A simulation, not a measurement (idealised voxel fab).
Herein follows the process module entitled voxel double patterning.
In the cross-section labelled cut, the width is 265 nm and each square cell is 5 nm.
A cross-section is a grid of square cells, given in bands from the top down. A band is one or more rows of cells. The entry gives the band's vertical extent as a top height and a bottom height in nm, then its horizontal make-up as materials from left to right, each with a width in nm. "empty" stands for empty space; a single material marked "throughout" fills the band edge to edge. Height 0 is the level under which the wafer as received is all one material. The lowest band goes on downwards, as in "from 0 down". The expression "30 to 40" gives the width at the extremes of the band, the first number at its top row of cells and the second at its bottom row, with the width changing by equal amounts from each row to the next in between. Take "no change" at face value: in the step it is given for, the cross-section changed in none of its cells. "Enclosed empty spaces" - sealed voids, min. 8 cells, no opening to top; format: width x height at distance (distance from left edge; nm throughout). Heads up: the bit after the settings on a step's line is the simulator's remark on that step. You can add "overlay nm" to a step's line. For a step with a mask, it describes how far the mask lay to the right of its planned position, and a negative number describes a lay to the left.

**The process steps that were planned are listed below**
- 1: RECEIVE: material Si
- 2: CONFORMAL_DEP: material SiO2, thk nm 5
- 3: DIRECTIONAL_DEP: material TiN, thk nm 15
- 4: DIRECTIONAL_DEP: material SiN, thk nm 5
- 5: MASKED_ETCH: tone open, mask id FIRST, width nm 15, pitch nm 50, etch materials SiN, depth nm 5, overlay nm 0
- 6: PATTERN: tone open, mask id SECOND, material resist, width nm 15, pitch nm 50, thk nm 15, overlay nm 0
- 7: DIRECTIONAL_ETCH: etch materials SiN, depth nm 5
- 8: STRIP: etch materials resist
- 9: DIRECTIONAL_ETCH: etch materials TiN, depth nm 15
- 10: STRIP: etch materials SiN

**As received (post step 1): cross-section**
- from 0 down = Si throughout
- Enclosed empty spaces: none

**Cross-section taken at module completion on the first of two wafers; processed per the plan**
- from 20 to 5 = TiN (75), empty (15), TiN (10), empty (15), TiN (10), empty (15), TiN (10), empty (15), TiN (10), empty (15), TiN (75)
- from 5 to 0 = SiO2 throughout
- from 0 down = Si throughout
- Enclosed empty spaces: none

**Same start, same plan as the first wafer - but one mistake in the run. Cross-section of the second of the two at the end of the module**
- from 30 to 15 = TiN (75), empty (15), TiN (10), empty (15), TiN (10), empty (15), TiN (10), empty (15), TiN (10), empty (15), TiN (75)
- from 15 to 0 = SiO2 throughout
- from 0 down = Si throughout
- Enclosed empty spaces: none
Here's what went sideways: so step 2 ended up running with a different setting than we planned, it ran as CONFORMAL_DEP: material SiO2, thk nm 15
Wafer comparison, final, in cells, second relative to first, materials more or fewer: +106 SiO2
